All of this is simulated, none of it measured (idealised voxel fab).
Name of the process module below: voxel air gaps
FYI the section here is cut, 210 nm wide, cells are 5 nm squares.
Each cross-section below is a grid of square cells, stated as bands in top-down order, with one or more rows of cells making up each band. The band entry comprises the height of the band's top followed by the height of its bottom, expressed in nm, and subsequently the band's materials from left to right, each stated together with its width in nm. Where a single material is marked with the word "edge to edge", that material fills the band from edge to edge. The word "empty" represents empty space. Height datum 0, below which the as-received substrate wafer is one material. Lowest band open at the bottom, running downward: "from 0 down". When a width is written as two numbers, as in "30 to 40", the first number is the width in the top row of cells of the band and the second is the width in its bottom row, and the width changes by the same amount from each row to the next. Step note "no modifications" = no cross-section cell changed. The list in "Closed internal voids" covers empty spaces of 8 cells or more that cannot reach the top through any open way, and it gives each as width x height at distance; the distance is from the left edge, and width, height and distance are in nm. Post-settings text on a step line: simulator's own remark regarding the step. overlay nm: mask offset rightward from planned place, masked step; negative means leftward offset.
# Intended process steps
step 1: op RECEIVE | material Si
step 2: op CONFORMAL_DEP | material SiO2 | thk nm 10
step 3: op CONFORMAL_DEP | material SiCN | thk nm 5
step 4: op DIRECTIONAL_DEP | material SiO2 | thk nm 35
step 5: op PATTERN | tone open | mask id LINES | material resist | width nm 15 | pitch nm 40 | thk nm 15 | overlay nm 0
step 6: op DIRECTIONAL_ETCH | etch materials SiO2 | depth nm 35
step 7: op STRIP | etch materials resist
step 8: op CONFORMAL_DEP | material TiN | thk nm 5
step 9: op FILL_DEP | material Cu | thk nm 10
step 10: op CMP | height nm 50
step 11: op EPI | material Ru | thk nm 10
step 12: op SELECTIVE_ETCH | etch materials SiO2 | depth nm 45
step 13: op CONFORMAL_DEP | material SiCN | thk nm 5
# Wafer, first of two, run as planned
# Wafer cross-section on receipt, i.e. after step 1
- from 0 down  Si edge to edge
- Closed internal voids: none
# So this is the wafer cross-section right after step 2
- from 10 to 0  SiO2 edge to edge
- Nothing below the height 0 has changed.
# So this is the wafer cross-section right after step 3
- from 15 to 10  SiCN edge to edge
- Nothing below the height 10 has changed.
# So this is the wafer cross-section right after step 4
- from 50 to 15  SiO2 edge to edge
- Nothing below the height 15 has changed.
# So this is the wafer cross-section right after step 5
- from 65 to 50  resist=55, empty=15, resist=25, empty=15, resist=25, empty=15, resist=60
- Nothing below the height 50 has changed.
# So this is the wafer cross-section right after step 6
- from 65 to 50  resist=55, empty=15, resist=25, empty=15, resist=25, empty=15, resist=60
- from 50 to 15  SiO2=55, empty=15, SiO2=25, empty=15, SiO2=25, empty=15, SiO2=60
- Nothing below the height 15 has changed.
# So this is the wafer cross-section right after step 7
- from 50 to 15  SiO2=55, empty=15, SiO2=25, empty=15, SiO2=25, empty=15, SiO2=60
- Nothing below the height 15 has changed.
# So this is the wafer cross-section right after step 8
- from 55 to 50  TiN=60, empty=5, TiN=35, empty=5, TiN=35, empty=5, TiN=65
- from 50 to 20  SiO2=55, TiN=5, empty=5, TiN=5, SiO2=25, TiN=5, empty=5, TiN=5, SiO2=25, TiN=5, empty=5, TiN=5, SiO2=60
- from 20 to 15  SiO2=55, TiN=15, SiO2=25, TiN=15, SiO2=25, TiN=15, SiO2=60
- Nothing below the height 15 has changed.
# So this is the wafer cross-section right after step 9
- from 65 to 55  Cu edge to edge
- from 55 to 50  TiN=60, Cu=5, TiN=35, Cu=5, TiN=35, Cu=5, TiN=65
- from 50 to 20  SiO2=55, TiN=5, Cu=5, TiN=5, SiO2=25, TiN=5, Cu=5, TiN=5, SiO2=25, TiN=5, Cu=5, TiN=5, SiO2=60
- Nothing below the height 20 has changed.
# So this is the wafer cross-section right after step 10
- from 50 to 20  SiO2=55, TiN=5, Cu=5, TiN=5, SiO2=25, TiN=5, Cu=5, TiN=5, SiO2=25, TiN=5, Cu=5, TiN=5, SiO2=60
- Nothing below the height 20 has changed.
# So this is the wafer cross-section right after step 11
- from 60 to 50  empty=45, Ru=35, empty=5, Ru=35, empty=5, Ru=35, empty=50
- Nothing below the height 50 has changed.
# So this is the wafer cross-section right after step 12
- from 60 to 50  empty=45, Ru=35, empty=5, Ru=35, empty=5, Ru=35, empty=50
- from 50 to 20  empty=55, TiN=5, Cu=5, TiN=5, empty=25, TiN=5, Cu=5, TiN=5, empty=25, TiN=5, Cu=5, TiN=5, empty=60
- from 20 to 15  empty=55, TiN=15, empty=25, TiN=15, empty=25, TiN=15, empty=60
- Nothing below the height 15 has changed.
# So this is the wafer cross-section right after step 13
- from 65 to 60  empty=40, SiCN=125, empty=45
- from 60 to 50  empty=40, SiCN=5, Ru=35, SiCN=5, Ru=35, SiCN=5, Ru=35, SiCN=5, empty=45
- from 50 to 45  empty=40, SiCN=15, TiN=5, Cu=5, TiN=5, SiCN=25, TiN=5, Cu=5, TiN=5, SiCN=25, TiN=5, Cu=5, TiN=5, SiCN=15, empty=45
- from 45 to 20  empty=50, SiCN=5, TiN=5, Cu=5, TiN=5, SiCN=5, empty=15, SiCN=5, TiN=5, Cu=5, TiN=5, SiCN=5, empty=15, SiCN=5, TiN=5, Cu=5, TiN=5, SiCN=5, empty=55
- from 20 to 15  SiCN=55, TiN=15, SiCN=25, TiN=15, SiCN=25, TiN=15, SiCN=60
- Nothing below the height 15 has changed.
- Closed internal voids: 15 x 25 at 75; 15 x 25 at 115
# Wafer two. Identical start, identical plan. One mistake in execution. Identical history through step 10
# Cross-section of the second wafer when, according to plan, step 11 should have finished
- from 50 to 20  empty=55, TiN=5, Cu=5, TiN=5, empty=25, TiN=5, Cu=5, TiN=5, empty=25, TiN=5, Cu=5, TiN=5, empty=60
- from 20 to 15  empty=55, TiN=15, empty=25, TiN=15, empty=25, TiN=15, empty=60
- Nothing below the height 15 has changed.
# Cross-section of the second wafer when, according to plan, step 12 should have finished
- from 60 to 50  empty=45, Ru=35, empty=5, Ru=35, empty=5, Ru=35, empty=50
- from 50 to 20  empty=45, Ru=10, TiN=5, Cu=5, TiN=5, Ru=10, empty=5, Ru=10, TiN=5, Cu=5, TiN=5, Ru=10, empty=5, Ru=10, TiN=5, Cu=5, TiN=5, Ru=10, empty=50
- from 20 to 15  empty=45, Ru=10, TiN=15, Ru=10, empty=5, Ru=10, TiN=15, Ru=10, empty=5, Ru=10, TiN=15, Ru=10, empty=50
- Nothing below the height 15 has changed.
# Cross-section of the second wafer when, according to plan, step 13 should have finished
- from 65 to 60  empty=40, SiCN=125, empty=45
- from 60 to 50  empty=40, SiCN=5, Ru=35, SiCN=5, Ru=35, SiCN=5, Ru=35, SiCN=5, empty=45
- from 50 to 20  empty=40, SiCN=5, Ru=10, TiN=5, Cu=5, TiN=5, Ru=10, SiCN=5, Ru=10, TiN=5, Cu=5, TiN=5, Ru=10, SiCN=5, Ru=10, TiN=5, Cu=5, TiN=5, Ru=10, SiCN=5, empty=45
- from 20 to 15  SiCN=45, Ru=10, TiN=15, Ru=10, SiCN=5, Ru=10, TiN=15, Ru=10, SiCN=5, Ru=10, TiN=15, Ru=10, SiCN=50
- Nothing below the height 15 has changed.
The plan and the run diverged here: transposition of steps 11 and 12 relative to the planned sequence
It is noted that, at the conclusion of processing, the second wafer exhibits a higher or lower cell count for certain materials relative to the first: Ru: 84 more | SiCN: 34 fewer
Final count of closed voids per wafer: 2 in the first, 0 in the second.
